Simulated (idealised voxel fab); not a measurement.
Process module heading - voxel ribs on slabs
It is cross-section cut that appears here, measuring 245 nm in width, its square cells being 5 nm in size.
Think of the cross-section as a grid of square cells. We describe it in bands, top to bottom, and each band covers one or more rows of those cells.
Top height, bottom height, nm. Materials left to right, width each, nm. Single material + "edge to edge" = fills band edge to edge. "empty" = empty.
Counting heights begins at 0, where everything beneath is, in the wafer as received, one material. The lowest band has no bottom; it goes on downwards, as "0 and below" shows.
The expression "30->40" gives the width at the extremes of the band, the first number at its top row of cells and the second at its bottom row, with the width changing by equal amounts from each row to the next in between.
"remains unaltered" (step): cross-section cells unchanged, all of them.
Enclosed void entries: empty space of 8 cells or more with no open way to the top, each as width x height at its distance from the left edge, in nm
Whatever follows a step's settings on its line is a remark the simulator itself makes about that step.
Regarding "overlay nm": on a step with a mask, it is the distance the mask lay to the right of its planned place; a negative value places it to the left.
## The process steps that were planned are listed below
| 1 | RECEIVE with material Si |
| 2 | DIRECTIONAL_DEP with material SiO2, thk nm 20 |
| 3 | DIRECTIONAL_DEP with material SiN, thk nm 20 |
| 4 | MASKED_ETCH with tone cover, mask id RIB, width nm 15, etch materials SiN, depth nm 10, overlay nm 0 |
| 5 | MASKED_ETCH with tone cover, mask id SLAB, width nm 45, etch materials SiN, depth nm 10, overlay nm 0 |
| 6 | FILL_DEP with material SiO2, thk nm 25 |
| 7 | CMP with height nm 55 |
| 8 | DIRECTIONAL_DEP with material W, thk nm 10 |
| 9 | DIRECTIONAL_DEP with material aC, thk nm 15 |
| 10 | PATTERN with tone cover, mask id HEATER, material resist, width nm 25, thk nm 30, overlay nm 0 |
| 11 | DIRECTIONAL_ETCH with etch materials aC, depth nm 15 |
| 12 | STRIP with etch materials resist |
| 13 | DIRECTIONAL_ETCH with etch materials W, depth nm 10 |
| 14 | STRIP with etch materials aC |
| 15 | CONFORMAL_DEP with material SiO2, thk nm 5 |
## Cross-section of the incoming wafer, state after step 1
* 0 and below = Si edge to edge
* Enclosed void entries: none
## Starting wafer: above. Plan: above. Run: one mistake. Cross-section after the module: below
* 70 down to 65 = SiO2 115 | empty 15 | SiO2 115
* 65 down to 60 = W 110 | SiO2 5 | empty 15 | SiO2 5 | W 110
* 60 down to 55 = W 110 | SiO2 25 | W 110
* 55 down to 40 = SiO2 edge to edge
* 40 down to 30 = SiO2 115 | SiN 15 | SiO2 115
* 30 down to 20 = SiO2 100 | SiN 45 | SiO2 100
* 20 down to 0 = SiO2 edge to edge
* 0 and below = Si edge to edge
* Enclosed void entries: none
What broke from the plan during processing? step 10, actual vs plan mismatch, actual run PATTERN with tone open, mask id HEATER, material resist, width nm 25, thk nm 30, overlay nm 0
